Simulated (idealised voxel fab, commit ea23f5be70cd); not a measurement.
A process module follows: voxel wiring stack.
Cross-sectional view cut (width: 250 nm; square cell size: 5 nm).
A cross-section is written here as square cells arranged in a grid, and it is given in bands from the top down, each band taking up one or more rows of cells.
Per band: top height and bottom height in nm, followed by the left-to-right materials and their widths in nm; "full width" marks a single material spanning edge to edge, "blank" marks empty space.
Height datum 0, below which the as-received substrate wafer is one material. Lowest band open at the bottom, running downward: "0 nm and below".
Graded width ("30..40"): value in top row of band = first number; value in bottom row = second number; row-to-row change constant.
Basically "all unchanged" means that step didn't change any cell in the cross-section.
Entry "Closed void table". Content: empty spaces with no open connection to the top, size 8 cells or greater. Each: width x height at distance. Distance: from left edge. Unit: nm.
On a step's line, text after the settings is the simulator commenting on that step.
Regarding "overlay nm": on a step with a mask, it is the distance the mask lay to the right of its planned place; a negative value places it to the left.
Reading guide: pairs of cross-sections, before and after one process step; after view cut off at lowest changed band; step and settings listed under each pair. Pairs may stem from different runs of this module on the same starting wafer; continuity with the pair above only where the "Geometry before processing" entry states it.

Geometry before processing
85 nm to 75 nm: lowk full width
75 nm to 70 nm: lowk 70 nm / SiCN 15 nm / lowk 5 nm / SiCN 30 nm / lowk 20 nm / SiCN 15 nm / lowk 5 nm / SiCN 30 nm / lowk 60 nm
70 nm to 65 nm: lowk 55 nm / SiCN 20 nm / W 5 nm / SiCN 5 nm / lowk 5 nm / SiCN 5 nm / W 20 nm / SiCN 5 nm / lowk 5 nm / SiCN 20 nm / W 5 nm / SiCN 5 nm / lowk 5 nm / SiCN 5 nm / W 20 nm / SiCN 5 nm / lowk 60 nm
65 nm to 55 nm: lowk 55 nm / SiCN 5 nm / W 20 nm / SiCN 5 nm / lowk 5 nm / SiCN 5 nm / W 20 nm / SiCN 5 nm / lowk 5 nm / SiCN 5 nm / W 20 nm / SiCN 5 nm / lowk 5 nm / SiCN 5 nm / W 20 nm / SiCN 5 nm / lowk 60 nm
55 nm to 50 nm: SiCN 60 nm / W 15 nm / TiN 5 nm / SiCN 15 nm / TiN 20 nm / SiCN 15 nm / W 15 nm / TiN 5 nm / SiCN 15 nm / TiN 20 nm / SiCN 65 nm
50 nm to 45 nm: SiCN 60 nm / TiN 15 nm / SiCN 55 nm / TiN 15 nm / SiCN 105 nm
45 nm to 40 nm: SiCN 55 nm / lowk 30 nm / SiCN 5 nm / lowk 30 nm / SiCN 5 nm / lowk 30 nm / SiCN 5 nm / lowk 30 nm / SiCN 60 nm
40 nm to 35 nm: lowk full width
35 nm to 30 nm: lowk 55 nm / Ru 30 nm / lowk 5 nm / Ru 30 nm / lowk 5 nm / Ru 30 nm / lowk 5 nm / Ru 30 nm / lowk 60 nm
30 nm to 15 nm: lowk 60 nm / TiN 5 nm / Ru 10 nm / TiN 5 nm / lowk 15 nm / TiN 5 nm / Ru 10 nm / TiN 5 nm / lowk 15 nm / TiN 5 nm / Ru 10 nm / TiN 5 nm / lowk 15 nm / TiN 5 nm / Ru 10 nm / TiN 5 nm / lowk 65 nm
15 nm to 10 nm: SiN 60 nm / TiN 20 nm / SiN 15 nm / TiN 20 nm / SiN 15 nm / TiN 20 nm / SiN 15 nm / TiN 20 nm / SiN 65 nm
10 nm to 0 nm: SiO2 full width
0 nm and below: Si full width
Closed void table: none

Result of Step
70 nm to 65 nm: lowk 55 nm / SiCN 20 nm / W 5 nm / SiCN 5 nm / lowk 5 nm / SiCN 5 nm / W 20 nm / SiCN 5 nm / lowk 5 nm / SiCN 20 nm / W 5 nm / SiCN 5 nm / lowk 5 nm / SiCN 5 nm / W 20 nm / SiCN 5 nm / lowk 60 nm
Anything lower than 65 is untouched.
Closed void table: none
Intermediate step for the cross-sections above: CMP [height nm 70]

Geometry before processing: the cross-section after the pair above

Result of Step
75 nm to 70 nm: SiCN full width
Anything lower than 70 is untouched.
Closed void table: none
Intermediate step for the cross-sections above: CONFORMAL_DEP [material SiCN] [thk nm 5]

Geometry before processing: the cross-section after the pair above

Result of Step
90 nm to 75 nm: lowk full width
Anything lower than 75 is untouched.
Closed void table: none
Intermediate step for the cross-sections above: DIRECTIONAL_DEP [material lowk] [thk nm 15]

Geometry before processing: the cross-section after the pair above

Result of Step
110 nm to 90 nm: resist 60 nm / blank 15 nm / resist 20 nm / blank 15 nm / resist 20 nm / blank 15 nm / resist 20 nm / blank 15 nm / resist 70 nm
Anything lower than 90 is untouched.
Closed void table: none
Intermediate step for the cross-sections above: PATTERN [tone open] [mask id PLUG_2] [material resist] [width nm 15] [pitch nm 35] [thk nm 20] [overlay nm 0]

Geometry before processing: the cross-section after the pair above

Result of Step
110 nm to 90 nm: resist 60 nm / blank 15 nm / resist 20 nm / blank 15 nm / resist 20 nm / blank 15 nm / resist 20 nm / blank 15 nm / resist 70 nm
90 nm to 75 nm: lowk 60 nm / blank 15 nm / lowk 20 nm / blank 15 nm / lowk 20 nm / blank 15 nm / lowk 20 nm / blank 15 nm / lowk 70 nm
Anything lower than 75 is untouched.
Closed void table: none
Intermediate step for the cross-sections above: DIRECTIONAL_ETCH [etch materials lowk] [depth nm 15]

Geometry before processing: the cross-section after the pair above

Result of Step
110 nm to 90 nm: resist 60 nm / blank 15 nm / resist 20 nm / blank 15 nm / resist 20 nm / blank 15 nm / resist 20 nm / blank 15 nm / resist 70 nm
90 nm to 75 nm: lowk 60 nm / blank 15 nm / lowk 20 nm / blank 15 nm / lowk 20 nm / blank 15 nm / lowk 20 nm / blank 15 nm / lowk 70 nm
75 nm to 70 nm: SiCN 60 nm / blank 15 nm / SiCN 20 nm / blank 15 nm / SiCN 20 nm / blank 15 nm / SiCN 20 nm / blank 15 nm / SiCN 70 nm
Anything lower than 70 is untouched.
Closed void table: none
Intermediate step for the cross-sections above: DIRECTIONAL_ETCH [etch materials SiCN] [depth nm 5]

Geometry before processing: the cross-section after the pair above

Result of Step
90 nm to 75 nm: lowk 60 nm / blank 15 nm / lowk 20 nm / blank 15 nm / lowk 20 nm / blank 15 nm / lowk 20 nm / blank 15 nm / lowk 70 nm
Anything lower than 75 is untouched.
Closed void table: none
Intermediate step for the cross-sections above: STRIP [etch materials resist]

Geometry before processing: the cross-section after the pair above

Result of Step
95 nm to 90 nm: TiN 65 nm / blank 5 nm / TiN 30 nm / blank 5 nm / TiN 30 nm / blank 5 nm / TiN 30 nm / blank 5 nm / TiN 75 nm
90 nm to 75 nm: lowk 60 nm / TiN 5 nm / blank 5 nm / TiN 5 nm / lowk 20 nm / TiN 5 nm / blank 5 nm / TiN 5 nm / lowk 20 nm / TiN 5 nm / blank 5 nm / TiN 5 nm / lowk 20 nm / TiN 5 nm / blank 5 nm / TiN 5 nm / lowk 70 nm
75 nm to 70 nm: SiCN 60 nm / TiN 15 nm / SiCN 20 nm / TiN 15 nm / SiCN 20 nm / TiN 15 nm / SiCN 20 nm / TiN 15 nm / SiCN 70 nm
Anything lower than 70 is untouched.
Closed void table: none
Intermediate step for the cross-sections above: CONFORMAL_DEP [material TiN] [thk nm 5]

Geometry before processing: the cross-section after the pair above

Result of Step
105 nm to 95 nm: Ru full width
95 nm to 90 nm: TiN 65 nm / Ru 5 nm / TiN 30 nm / Ru 5 nm / TiN 30 nm / Ru 5 nm / TiN 30 nm / Ru 5 nm / TiN 75 nm
90 nm to 75 nm: lowk 60 nm / TiN 5 nm / Ru 5 nm / TiN 5 nm / lowk 20 nm / TiN 5 nm / Ru 5 nm / TiN 5 nm / lowk 20 nm / TiN 5 nm / Ru 5 nm / TiN 5 nm / lowk 20 nm / TiN 5 nm / Ru 5 nm / TiN 5 nm / lowk 70 nm
Anything lower than 75 is untouched.
Closed void table: none
Intermediate step for the cross-sections above: FILL_DEP [material Ru] [thk nm 10]

Geometry before processing: the cross-section after the pair above

Result of Step
90 nm to 75 nm: lowk 60 nm / TiN 5 nm / Ru 5 nm / TiN 5 nm / lowk 20 nm / TiN 5 nm / Ru 5 nm / TiN 5 nm / lowk 20 nm / TiN 5 nm / Ru 5 nm / TiN 5 nm / lowk 20 nm / TiN 5 nm / Ru 5 nm / TiN 5 nm / lowk 70 nm
Anything lower than 75 is untouched.
Closed void table: none
Intermediate step for the cross-sections above: CMP [height nm 90]

Geometry before processing: the cross-section after the pair above

Result of Step
95 nm to 90 nm: TiN full width
Anything lower than 90 is untouched.
Closed void table: none
Intermediate step for the cross-sections above: DIRECTIONAL_DEP [material TiN] [thk nm 5]

Geometry before processing: the cross-section after the pair above

Result of Step
120 nm to 95 nm: W full width
Anything lower than 95 is untouched.
Closed void table: none
Intermediate step for the cross-sections above: DIRECTIONAL_DEP [material W] [thk nm 25]

Geometry before processing: the cross-section after the pair above

Result of Step
140 nm to 120 nm: blank 60 nm / resist 20 nm / blank 15 nm / resist 20 nm / blank 15 nm / resist 20 nm / blank 15 nm / resist 20 nm / blank 65 nm
Anything lower than 120 is untouched.
Closed void table: none
Intermediate step for the cross-sections above: PATTERN [tone cover] [mask id METAL_3] [material resist] [width nm 20] [pitch nm 35] [thk nm 20] [overlay nm 0]

Geometry before processing: the cross-section after the pair above

Result of Step
140 nm to 120 nm: blank 60 nm / resist 20 nm / blank 15 nm / resist 20 nm / blank 15 nm / resist 20 nm / blank 15 nm / resist 20 nm / blank 65 nm
120 nm to 95 nm: blank 60 nm / W 20 nm / blank 15 nm / W 20 nm / blank 15 nm / W 20 nm / blank 15 nm / W 20 nm / blank 65 nm
Anything lower than 95 is untouched.
Closed void table: none
Intermediate step for the cross-sections above: DIRECTIONAL_ETCH [etch materials W] [depth nm 25]

Geometry before processing: the cross-section after the pair above

Result of Step
140 nm to 120 nm: blank 60 nm / resist 20 nm / blank 15 nm / resist 20 nm / blank 15 nm / resist 20 nm / blank 15 nm / resist 20 nm / blank 65 nm
120 nm to 95 nm: blank 60 nm / W 20 nm / blank 15 nm / W 20 nm / blank 15 nm / W 20 nm / blank 15 nm / W 20 nm / blank 65 nm
95 nm to 90 nm: blank 60 nm / TiN 20 nm / blank 15 nm / TiN 20 nm / blank 15 nm / TiN 20 nm / blank 15 nm / TiN 20 nm / blank 65 nm
Anything lower than 90 is untouched.
Closed void table: none
Intermediate step for the cross-sections above: DIRECTIONAL_ETCH [etch materials TiN] [depth nm 5]

Geometry before processing: the cross-section after the pair above

Result of Step
120 nm to 95 nm: blank 60 nm / W 20 nm / blank 15 nm / W 20 nm / blank 15 nm / W 20 nm / blank 15 nm / W 20 nm / blank 65 nm
Anything lower than 95 is untouched.
Closed void table: none
Intermediate step for the cross-sections above: STRIP [etch materials resist]

Geometry before processing: the cross-section after the pair above

Result of Step
130 nm to 120 nm: SiO2 full width
120 nm to 95 nm: SiO2 60 nm / W 20 nm / SiO2 15 nm / W 20 nm / SiO2 15 nm / W 20 nm / SiO2 15 nm / W 20 nm / SiO2 65 nm
95 nm to 90 nm: SiO2 60 nm / TiN 20 nm / SiO2 15 nm / TiN 20 nm / SiO2 15 nm / TiN 20 nm / SiO2 15 nm / TiN 20 nm / SiO2 65 nm
Anything lower than 90 is untouched.
Closed void table: none
Intermediate step for the cross-sections above: FILL_DEP [material SiO2] [thk nm 10]

Geometry before processing: the cross-section after the pair above

Result of Step
120 nm to 95 nm: SiO2 60 nm / W 20 nm / SiO2 15 nm / W 20 nm / SiO2 15 nm / W 20 nm / SiO2 15 nm / W 20 nm / SiO2 65 nm
Anything lower than 95 is untouched.
Closed void table: none
Intermediate step for the cross-sections above: CMP [height nm 120]

Geometry before processing: the cross-section after the pair above

Result of Step
125 nm to 120 nm: SiCN full width
Anything lower than 120 is untouched.
Closed void table: none
Intermediate step for the cross-sections above: CONFORMAL_DEP [material SiCN] [thk nm 5]

Geometry before processing
35 nm to 30 nm: blank 55 nm / Ru 30 nm / blank 5 nm / Ru 30 nm / blank 5 nm / Ru 30 nm / blank 5 nm / Ru 30 nm / blank 60 nm
30 nm to 15 nm: lowk 60 nm / TiN 5 nm / Ru 10 nm / TiN 5 nm / lowk 15 nm / TiN 5 nm / Ru 10 nm / TiN 5 nm / lowk 15 nm / TiN 5 nm / Ru 10 nm / TiN 5 nm / lowk 15 nm / TiN 5 nm / Ru 10 nm / TiN 5 nm / lowk 65 nm
15 nm to 10 nm: SiN 60 nm / TiN 20 nm / SiN 15 nm / TiN 20 nm / SiN 15 nm / TiN 20 nm / SiN 15 nm / TiN 20 nm / SiN 65 nm
10 nm to 0 nm: SiO2 full width
0 nm and below: Si full width
Closed void table: none

Result of Step
50 nm to 35 nm: SiCN full width
35 nm to 30 nm: SiCN 55 nm / Ru 30 nm / SiCN 5 nm / Ru 30 nm / SiCN 5 nm / Ru 30 nm / SiCN 5 nm / Ru 30 nm / SiCN 60 nm
Anything lower than 30 is untouched.
Closed void table: none
Intermediate step for the cross-sections above: FILL_DEP [material SiCN] [thk nm 15]

Geometry before processing: the cross-section after the pair above

Result of Step
60 nm to 50 nm: lowk full width
Anything lower than 50 is untouched.
Closed void table: none
Intermediate step for the cross-sections above: DIRECTIONAL_DEP [material lowk] [thk nm 10]

Geometry before processing: the cross-section after the pair above

Result of Step
75 nm to 60 nm: aC full width
Anything lower than 60 is untouched.
Closed void table: none
Intermediate step for the cross-sections above: DIRECTIONAL_DEP [material aC] [thk nm 15]

Geometry before processing: the cross-section after the pair above

Result of Step
105 nm to 75 nm: resist 60 nm / blank 15 nm / resist 55 nm / blank 15 nm / resist 105 nm
Anything lower than 75 is untouched.
Closed void table: none
Intermediate step for the cross-sections above: PATTERN [tone open] [mask id PLUG_1] [material resist] [width nm 15] [pitch nm 70] [thk nm 30] [overlay nm 0]

Geometry before processing: the cross-section after the pair above

Result of Step
90 nm to 75 nm: resist 60 nm / blank 15 nm / resist 55 nm / blank 15 nm / resist 105 nm
75 nm to 60 nm: aC 60 nm / blank 15 nm / aC 55 nm / blank 15 nm / aC 105 nm
Anything lower than 60 is untouched.
Closed void table: none
Intermediate step for the cross-sections above: DIRECTIONAL_ETCH [etch materials aC] [depth nm 15]

Geometry before processing: the cross-section after the pair above

Result of Step
75 nm to 60 nm: aC 60 nm / blank 15 nm / aC 55 nm / blank 15 nm / aC 105 nm
Anything lower than 60 is untouched.
Closed void table: none
Intermediate step for the cross-sections above: STRIP [etch materials resist]

Geometry before processing: the cross-section after the pair above

Result of Step
75 nm to 60 nm: aC 60 nm / blank 15 nm / aC 55 nm / blank 15 nm / aC 105 nm
60 nm to 50 nm: lowk 60 nm / blank 15 nm / lowk 55 nm / blank 15 nm / lowk 105 nm
Anything lower than 50 is untouched.
Closed void table: none
Intermediate step for the cross-sections above: DIRECTIONAL_ETCH [etch materials lowk] [depth nm 10]

Geometry before processing: the cross-section after the pair above

Result of Step
75 nm to 60 nm: aC 60 nm / blank 15 nm / aC 55 nm / blank 15 nm / aC 105 nm
60 nm to 50 nm: lowk 60 nm / blank 15 nm / lowk 55 nm / blank 15 nm / lowk 105 nm
50 nm to 45 nm: SiCN 60 nm / blank 15 nm / SiCN 55 nm / blank 15 nm / SiCN 105 nm
Anything lower than 45 is untouched.
Closed void table: none
Intermediate step for the cross-sections above: DIRECTIONAL_ETCH [etch materials SiCN] [depth nm 5]

Geometry before processing: the cross-section after the pair above

Result of Step
60 nm to 50 nm: lowk 60 nm / blank 15 nm / lowk 55 nm / blank 15 nm / lowk 105 nm
Anything lower than 50 is untouched.
Closed void table: none
Intermediate step for the cross-sections above: STRIP [etch materials aC]

Geometry before processing: the cross-section after the pair above

Result of Step
65 nm to 60 nm: TiN 60 nm / blank 15 nm / TiN 55 nm / blank 15 nm / TiN 105 nm
60 nm to 50 nm: lowk 60 nm / blank 15 nm / lowk 55 nm / blank 15 nm / lowk 105 nm
50 nm to 45 nm: SiCN 60 nm / TiN 15 nm / SiCN 55 nm / TiN 15 nm / SiCN 105 nm
Anything lower than 45 is untouched.
Closed void table: none
Intermediate step for the cross-sections above: DIRECTIONAL_DEP [material TiN] [thk nm 5]

Geometry before processing: the cross-section after the pair above

Result of Step
80 nm to 65 nm: W 60 nm / blank 15 nm / W 55 nm / blank 15 nm / W 105 nm
65 nm to 60 nm: TiN 60 nm / W 15 nm / TiN 55 nm / W 15 nm / TiN 105 nm
60 nm to 50 nm: lowk 60 nm / W 15 nm / lowk 55 nm / W 15 nm / lowk 105 nm
Anything lower than 50 is untouched.
Closed void table: none
Intermediate step for the cross-sections above: DIRECTIONAL_DEP [material W] [thk nm 15]

Geometry before processing: the cross-section after the pair above

Result of Step
80 nm to 65 nm: blank 75 nm / W 5 nm / blank 15 nm / W 20 nm / blank 30 nm / W 5 nm / blank 15 nm / W 20 nm / blank 65 nm
Anything lower than 65 is untouched.
Closed void table: none
Intermediate step for the cross-sections above: MASKED_ETCH [tone cover] [mask id METAL_2] [width nm 20] [pitch nm 35] [etch materials W] [depth nm 15] [overlay nm 0]

Geometry before processing: the cross-section after the pair above

Result of Step
80 nm to 65 nm: blank 75 nm / W 5 nm / blank 15 nm / W 20 nm / blank 30 nm / W 5 nm / blank 15 nm / W 20 nm / blank 65 nm
65 nm to 60 nm: blank 60 nm / W 15 nm / TiN 5 nm / blank 15 nm / TiN 20 nm / blank 15 nm / W 15 nm / TiN 5 nm / blank 15 nm / TiN 20 nm / blank 65 nm
Anything lower than 60 is untouched.
Closed void table: none
Intermediate step for the cross-sections above: MASKED_ETCH [tone cover] [mask id METAL_2] [width nm 20] [pitch nm 35] [etch materials TiN] [depth nm 5] [overlay nm 0]

Geometry before processing: the cross-section after the pair above

Result of Step
85 nm to 80 nm: blank 70 nm / SiCN 15 nm / blank 5 nm / SiCN 30 nm / blank 20 nm / SiCN 15 nm / blank 5 nm / SiCN 30 nm / blank 60 nm
80 nm to 70 nm: blank 70 nm / SiCN 5 nm / W 5 nm / SiCN 5 nm / blank 5 nm / SiCN 5 nm / W 20 nm / SiCN 5 nm / blank 20 nm / SiCN 5 nm / W 5 nm / SiCN 5 nm / blank 5 nm / SiCN 5 nm / W 20 nm / SiCN 5 nm / blank 60 nm
70 nm to 65 nm: blank 55 nm / SiCN 20 nm / W 5 nm / SiCN 5 nm / blank 5 nm / SiCN 5 nm / W 20 nm / SiCN 5 nm / blank 5 nm / SiCN 20 nm / W 5 nm / SiCN 5 nm / blank 5 nm / SiCN 5 nm / W 20 nm / SiCN 5 nm / blank 60 nm
65 nm to 60 nm: SiCN 60 nm / W 15 nm / TiN 5 nm / SiCN 15 nm / TiN 20 nm / SiCN 15 nm / W 15 nm / TiN 5 nm / SiCN 15 nm / TiN 20 nm / SiCN 65 nm
Anything lower than 60 is untouched.
Closed void table: none
Intermediate step for the cross-sections above: CONFORMAL_DEP [material SiCN] [thk nm 5]

Geometry before processing: the cross-section after the pair above

Result of Step
95 nm to 85 nm: lowk full width
85 nm to 80 nm: lowk 70 nm / SiCN 15 nm / lowk 5 nm / SiCN 30 nm / lowk 20 nm / SiCN 15 nm / lowk 5 nm / SiCN 30 nm / lowk 60 nm
80 nm to 70 nm: lowk 70 nm / SiCN 5 nm / W 5 nm / SiCN 5 nm / lowk 5 nm / SiCN 5 nm / W 20 nm / SiCN 5 nm / lowk 20 nm / SiCN 5 nm / W 5 nm / SiCN 5 nm / lowk 5 nm / SiCN 5 nm / W 20 nm / SiCN 5 nm / lowk 60 nm
70 nm to 65 nm: lowk 55 nm / SiCN 20 nm / W 5 nm / SiCN 5 nm / lowk 5 nm / SiCN 5 nm / W 20 nm / SiCN 5 nm / lowk 5 nm / SiCN 20 nm / W 5 nm / SiCN 5 nm / lowk 5 nm / SiCN 5 nm / W 20 nm / SiCN 5 nm / lowk 60 nm
Anything lower than 65 is untouched.
Closed void table: none
Intermediate step for the cross-sections above: FILL_DEP [material lowk] [thk nm 10]

Geometry before processing: the cross-section after the pair above

Result of Step
70 nm to 65 nm: lowk 55 nm / SiCN 20 nm / W 5 nm / SiCN 5 nm / lowk 5 nm / SiCN 5 nm / W 20 nm / SiCN 5 nm / lowk 5 nm / SiCN 20 nm / W 5 nm / SiCN 5 nm / lowk 5 nm / SiCN 5 nm / W 20 nm / SiCN 5 nm / lowk 60 nm
Anything lower than 65 is untouched.
Closed void table: none
Intermediate step for the cross-sections above: CMP [height nm 70]

Geometry before processing: the cross-section after the pair above

Result of Step
75 nm to 70 nm: SiCN full width
Anything lower than 70 is untouched.
Closed void table: none
Intermediate step for the cross-sections above: CONFORMAL_DEP [material SiCN] [thk nm 5]

Geometry before processing: the cross-section after the pair above

Result of Step
90 nm to 75 nm: lowk full width
Anything lower than 75 is untouched.
Closed void table: none
Intermediate step for the cross-sections above: DIRECTIONAL_DEP [material lowk] [thk nm 15]

Geometry before processing: the cross-section after the pair above

Result of Step
110 nm to 90 nm: resist 60 nm / blank 15 nm / resist 20 nm / blank 15 nm / resist 20 nm / blank 15 nm / resist 20 nm / blank 15 nm / resist 70 nm
Anything lower than 90 is untouched.
Closed void table: none
Intermediate step for the cross-sections above: PATTERN [tone open] [mask id PLUG_2] [material resist] [width nm 15] [pitch nm 35] [thk nm 20] [overlay nm 0]

Geometry before processing: the cross-section after the pair above

Result of Step
110 nm to 90 nm: resist 60 nm / blank 15 nm / resist 20 nm / blank 15 nm / resist 20 nm / blank 15 nm / resist 20 nm / blank 15 nm / resist 70 nm
90 nm to 75 nm: lowk 60 nm / blank 15 nm / lowk 20 nm / blank 15 nm / lowk 20 nm / blank 15 nm / lowk 20 nm / blank 15 nm / lowk 70 nm
Anything lower than 75 is untouched.
Closed void table: none
Intermediate step for the cross-sections above: DIRECTIONAL_ETCH [etch materials lowk] [depth nm 15]

Geometry before processing: the cross-section after the pair above

Result of Step
110 nm to 90 nm: resist 60 nm / blank 15 nm / resist 20 nm / blank 15 nm / resist 20 nm / blank 15 nm / resist 20 nm / blank 15 nm / resist 70 nm
90 nm to 75 nm: lowk 60 nm / blank 15 nm / lowk 20 nm / blank 15 nm / lowk 20 nm / blank 15 nm / lowk 20 nm / blank 15 nm / lowk 70 nm
75 nm to 70 nm: SiCN 60 nm / blank 15 nm / SiCN 20 nm / blank 15 nm / SiCN 20 nm / blank 15 nm / SiCN 20 nm / blank 15 nm / SiCN 70 nm
Anything lower than 70 is untouched.
Closed void table: none
Intermediate step for the cross-sections above: DIRECTIONAL_ETCH [etch materials SiCN] [depth nm 5]

Geometry before processing: the cross-section after the pair above

Result of Step
90 nm to 75 nm: lowk 60 nm / blank 15 nm / lowk 20 nm / blank 15 nm / lowk 20 nm / blank 15 nm / lowk 20 nm / blank 15 nm / lowk 70 nm
Anything lower than 75 is untouched.
Closed void table: none
Intermediate step for the cross-sections above: STRIP [etch materials resist]

Geometry before processing: the cross-section after the pair above

Result of Step
95 nm to 90 nm: TiN 65 nm / blank 5 nm / TiN 30 nm / blank 5 nm / TiN 30 nm / blank 5 nm / TiN 30 nm / blank 5 nm / TiN 75 nm
90 nm to 75 nm: lowk 60 nm / TiN 5 nm / blank 5 nm / TiN 5 nm / lowk 20 nm / TiN 5 nm / blank 5 nm / TiN 5 nm / lowk 20 nm / TiN 5 nm / blank 5 nm / TiN 5 nm / lowk 20 nm / TiN 5 nm / blank 5 nm / TiN 5 nm / lowk 70 nm
75 nm to 70 nm: SiCN 60 nm / TiN 15 nm / SiCN 20 nm / TiN 15 nm / SiCN 20 nm / TiN 15 nm / SiCN 20 nm / TiN 15 nm / SiCN 70 nm
Anything lower than 70 is untouched.
Closed void table: none
Intermediate step for the cross-sections above: CONFORMAL_DEP [material TiN] [thk nm 5]

Geometry before processing: the cross-section after the pair above

Result of Step
105 nm to 95 nm: Ru full width
95 nm to 90 nm: TiN 65 nm / Ru 5 nm / TiN 30 nm / Ru 5 nm / TiN 30 nm / Ru 5 nm / TiN 30 nm / Ru 5 nm / TiN 75 nm
90 nm to 75 nm: lowk 60 nm / TiN 5 nm / Ru 5 nm / TiN 5 nm / lowk 20 nm / TiN 5 nm / Ru 5 nm / TiN 5 nm / lowk 20 nm / TiN 5 nm / Ru 5 nm / TiN 5 nm / lowk 20 nm / TiN 5 nm / Ru 5 nm / TiN 5 nm / lowk 70 nm
Anything lower than 75 is untouched.
Closed void table: none
Intermediate step for the cross-sections above: FILL_DEP [material Ru] [thk nm 10]

Geometry before processing: the cross-section after the pair above

Result of Step
90 nm to 75 nm: lowk 60 nm / TiN 5 nm / Ru 5 nm / TiN 5 nm / lowk 20 nm / TiN 5 nm / Ru 5 nm / TiN 5 nm / lowk 20 nm / TiN 5 nm / Ru 5 nm / TiN 5 nm / lowk 20 nm / TiN 5 nm / Ru 5 nm / TiN 5 nm / lowk 70 nm
Anything lower than 75 is untouched.
Closed void table: none
Intermediate step for the cross-sections above: CMP [height nm 90]

Geometry before processing: the cross-section after the pair above

Result of Step
95 nm to 90 nm: TiN full width
Anything lower than 90 is untouched.
Closed void table: none
Intermediate step for the cross-sections above: DIRECTIONAL_DEP [material TiN] [thk nm 5]

Geometry before processing: the cross-section after the pair above

Result of Step
120 nm to 95 nm: W full width
Anything lower than 95 is untouched.
Closed void table: none
Intermediate step for the cross-sections above: DIRECTIONAL_DEP [material W] [thk nm 25]

Geometry before processing: the cross-section after the pair above

Result of Step
140 nm to 120 nm: blank 60 nm / resist 20 nm / blank 15 nm / resist 20 nm / blank 15 nm / resist 20 nm / blank 15 nm / resist 20 nm / blank 65 nm
Anything lower than 120 is untouched.
Closed void table: none
Intermediate step for the cross-sections above: PATTERN [tone cover] [mask id METAL_3] [material resist] [width nm 20] [pitch nm 35] [thk nm 20] [overlay nm 0]

Geometry before processing: the cross-section after the pair above

Result of Step
140 nm to 120 nm: blank 60 nm / resist 20 nm / blank 15 nm / resist 20 nm / blank 15 nm / resist 20 nm / blank 15 nm / resist 20 nm / blank 65 nm
120 nm to 95 nm: blank 60 nm / W 20 nm / blank 15 nm / W 20 nm / blank 15 nm / W 20 nm / blank 15 nm / W 20 nm / blank 65 nm
Anything lower than 95 is untouched.
Closed void table: none
Intermediate step for the cross-sections above: DIRECTIONAL_ETCH [etch materials W] [depth nm 25]

Geometry before processing: the cross-section after the pair above

Result of Step
140 nm to 120 nm: blank 60 nm / resist 20 nm / blank 15 nm / resist 20 nm / blank 15 nm / resist 20 nm / blank 15 nm / resist 20 nm / blank 65 nm
120 nm to 95 nm: blank 60 nm / W 20 nm / blank 15 nm / W 20 nm / blank 15 nm / W 20 nm / blank 15 nm / W 20 nm / blank 65 nm
95 nm to 90 nm: blank 60 nm / TiN 20 nm / blank 15 nm / TiN 20 nm / blank 15 nm / TiN 20 nm / blank 15 nm / TiN 20 nm / blank 65 nm
Anything lower than 90 is untouched.
Closed void table: none
Intermediate step for the cross-sections above: DIRECTIONAL_ETCH [etch materials TiN] [depth nm 5]

Geometry before processing: the cross-section after the pair above

Result of Step
120 nm to 95 nm: blank 60 nm / W 20 nm / blank 15 nm / W 20 nm / blank 15 nm / W 20 nm / blank 15 nm / W 20 nm / blank 65 nm
Anything lower than 95 is untouched.
Closed void table: none
Intermediate step for the cross-sections above: STRIP [etch materials resist]

Geometry before processing: the cross-section after the pair above

Result of Step
130 nm to 120 nm: SiO2 full width
120 nm to 95 nm: SiO2 60 nm / W 20 nm / SiO2 15 nm / W 20 nm / SiO2 15 nm / W 20 nm / SiO2 15 nm / W 20 nm / SiO2 65 nm
95 nm to 90 nm: SiO2 60 nm / TiN 20 nm / SiO2 15 nm / TiN 20 nm / SiO2 15 nm / TiN 20 nm / SiO2 15 nm / TiN 20 nm / SiO2 65 nm
Anything lower than 90 is untouched.
Closed void table: none
Intermediate step for the cross-sections above: FILL_DEP [material SiO2] [thk nm 10]

Geometry before processing: the cross-section after the pair above

Result of Step
120 nm to 95 nm: SiO2 60 nm / W 20 nm / SiO2 15 nm / W 20 nm / SiO2 15 nm / W 20 nm / SiO2 15 nm / W 20 nm / SiO2 65 nm
Anything lower than 95 is untouched.
Closed void table: none
Intermediate step for the cross-sections above: CMP [height nm 120]

Geometry before processing: the cross-section after the pair above

Result of Step
125 nm to 120 nm: SiCN full width
Anything lower than 120 is untouched.
Closed void table: none
Intermediate step for the cross-sections above: CONFORMAL_DEP [material SiCN] [thk nm 5]

Geometry before processing
30 nm to 15 nm: lowk full width
15 nm to 10 nm: SiN full width
10 nm to 0 nm: SiO2 full width
0 nm and below: Si full width
Closed void table: none

Result of Step
50 nm to 30 nm: resist 65 nm / blank 15 nm / resist 20 nm / blank 15 nm / resist 20 nm / blank 15 nm / resist 20 nm / blank 15 nm / resist 65 nm
Anything lower than 30 is untouched.
Closed void table: none
Intermediate step for the cross-sections above: PATTERN [tone open] [mask id METAL_1] [material resist] [width nm 15] [pitch nm 35] [thk nm 20] [overlay nm 0]

Geometry before processing: the cross-section after the pair above

Result of Step
50 nm to 30 nm: resist 65 nm / blank 15 nm / resist 20 nm / blank 15 nm / resist 20 nm / blank 15 nm / resist 20 nm / blank 15 nm / resist 65 nm
30 nm to 15 nm: lowk 65 nm / blank 15 nm / lowk 20 nm / blank 15 nm / lowk 20 nm / blank 15 nm / lowk 20 nm / blank 15 nm / lowk 65 nm
Anything lower than 15 is untouched.
Closed void table: none
Intermediate step for the cross-sections above: DIRECTIONAL_ETCH [etch materials lowk] [depth nm 15]

Geometry before processing: the cross-section after the pair above

Result of Step
50 nm to 30 nm: resist 65 nm / blank 15 nm / resist 20 nm / blank 15 nm / resist 20 nm / blank 15 nm / resist 20 nm / blank 15 nm / resist 65 nm
30 nm to 15 nm: lowk 65 nm / blank 15 nm / lowk 20 nm / blank 15 nm / lowk 20 nm / blank 15 nm / lowk 20 nm / blank 15 nm / lowk 65 nm
15 nm to 10 nm: SiN 65 nm / blank 15 nm / SiN 20 nm / blank 15 nm / SiN 20 nm / blank 15 nm / SiN 20 nm / blank 15 nm / SiN 65 nm
Anything lower than 10 is untouched.
Closed void table: none
Intermediate step for the cross-sections above: DIRECTIONAL_ETCH [etch materials SiN] [depth nm 5]

Geometry before processing: the cross-section after the pair above

Result of Step
30 nm to 15 nm: lowk 65 nm / blank 15 nm / lowk 20 nm / blank 15 nm / lowk 20 nm / blank 15 nm / lowk 20 nm / blank 15 nm / lowk 65 nm
Anything lower than 15 is untouched.
Closed void table: none
Intermediate step for the cross-sections above: STRIP [etch materials resist]
